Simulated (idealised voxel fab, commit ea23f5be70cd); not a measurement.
Name of the process module below: voxel self aligned vias
Square cells of 5 nm make up the cross-section cut, whose width is 220 nm.
When this document writes out a cross-section, it uses a grid of square cells and lists it as bands, beginning at the top and moving down, with a band standing for one or more rows of cells. This entry defines a band. It first specifies the height of the band's top and the height of its bottom in nm, and then specifies the band's materials from left to right, stating each material with its width in nm. The word "edge to edge" identifies a single material that fills the band from edge to edge, while the word "air" identifies empty space. Heights are measured from 0, the level below which the as-received wafer is all one material; the lowest band has no bottom and continues downward, written as in "z 0 and below". The width entry "30..40" should be interpreted row by row: the top row of cells in the band takes the first number, the bottom row takes the second number, and the change between adjacent rows is uniform throughout. "everything unchanged" for a step: no cell of the cross-section changed in that step. The entry titled "Cavities, closed" provides the empty spaces that have no open way to the top, restricted to those of 8 cells or more. Each is presented as width x height at distance, the distance being measured from the left edge, with all three in nm. It should be noted that, on the line of a given step, the content following the step's settings is a remark produced by the simulator itself with respect to that step. overlay nm: mask right of planned place by this much (step with mask). Neg. = left.
Listed below are the process steps as planned
step 1: RECEIVE: material Si
step 2: CONFORMAL_DEP: material SiO2, thk nm 15
step 3: CONFORMAL_DEP: material SiCN, thk nm 5
step 4: DIRECTIONAL_DEP: material SiO2, thk nm 30
step 5: PATTERN: tone open, mask id LINES, material resist, width nm 20, pitch nm 50, thk nm 15, overlay nm 0
step 6: DIRECTIONAL_ETCH: etch materials SiO2, depth nm 30
step 7: STRIP: etch materials resist
step 8: CONFORMAL_DEP: material TiN, thk nm 5
step 9: FILL_DEP: material Ru, thk nm 5
step 10: CMP: height nm 50
step 11: SELECTIVE_ETCH: etch materials W Ru TiN, depth nm 10
step 12: FILL_DEP: material SiN, thk nm 10
step 13: CMP: height nm 50
step 14: DIRECTIONAL_DEP: material SiO2, thk nm 20
step 15: DIRECTIONAL_DEP: material aC, thk nm 10
step 16: PATTERN: tone open, mask id VIAS, material resist, width nm 30, thk nm 30, overlay nm 0
step 17: DIRECTIONAL_ETCH: etch materials aC, depth nm 10
step 18: STRIP: etch materials resist
step 19: DIRECTIONAL_ETCH: etch materials SiO2, depth nm 20
step 20: DIRECTIONAL_ETCH: etch materials SiN, depth nm 10
step 21: STRIP: etch materials aC
step 22: CONFORMAL_DEP: material TiN, thk nm 5
step 23: FILL_DEP: material Ru, thk nm 5
step 24: CMP: height nm 70
step 25: CONFORMAL_DEP: material SiCN, thk nm 5
As-received state of the wafer in cross-section, equivalent to post-step 1
* z 0 and below  Si edge to edge
* Cavities, closed: none
Cross-section: first of two wafers, module finished, run according to plan
* z 75 to 70  SiCN edge to edge
* z 70 to 55  SiO2 (70)  TiN (5)  Ru (20)  TiN (5)  SiO2 (120)
* z 55 to 50  SiO2 (70)  TiN (10)  Ru (10)  TiN (10)  SiO2 (120)
* z 50 to 45  SiO2 (75)  TiN (5)  Ru (10)  TiN (5)  SiO2 (30)  SiN (20)  SiO2 (75)
* z 45 to 40  SiO2 (75)  TiN (20)  SiO2 (30)  SiN (20)  SiO2 (75)
* z 40 to 25  SiO2 (75)  TiN (5)  Ru (10)  TiN (5)  SiO2 (30)  TiN (5)  Ru (10)  TiN (5)  SiO2 (75)
* z 25 to 20  SiO2 (75)  TiN (20)  SiO2 (30)  TiN (20)  SiO2 (75)
* z 20 to 15  SiCN edge to edge
* z 15 to 0  SiO2 edge to edge
* z 0 and below  Si edge to edge
* Cavities, closed: none
Now the second wafer, cross-sectioned at the end of the module. Nothing different at the start, nothing different in the plan compared with the first, just one mistake when it was actually run
* z 75 to 70  SiCN edge to edge
* z 70 to 55  SiO2 (70)  TiN (5)  Ru (20)  TiN (5)  SiO2 (120)
* z 55 to 50  SiO2 (70)  TiN (30)  SiO2 (120)
* z 50 to 45  SiCN edge to edge
* z 45 to 0  SiO2 edge to edge
* z 0 and below  Si edge to edge
* Cavities, closed: none
Run error: note: step 3 <-> step 4, run order reversed vs plan
End check, counted in cells, second wafer has more or fewer of these materials than the first: Ru: 16 fewer, SiN: 8 fewer, SiO2: 48 more, TiN: 24 fewer
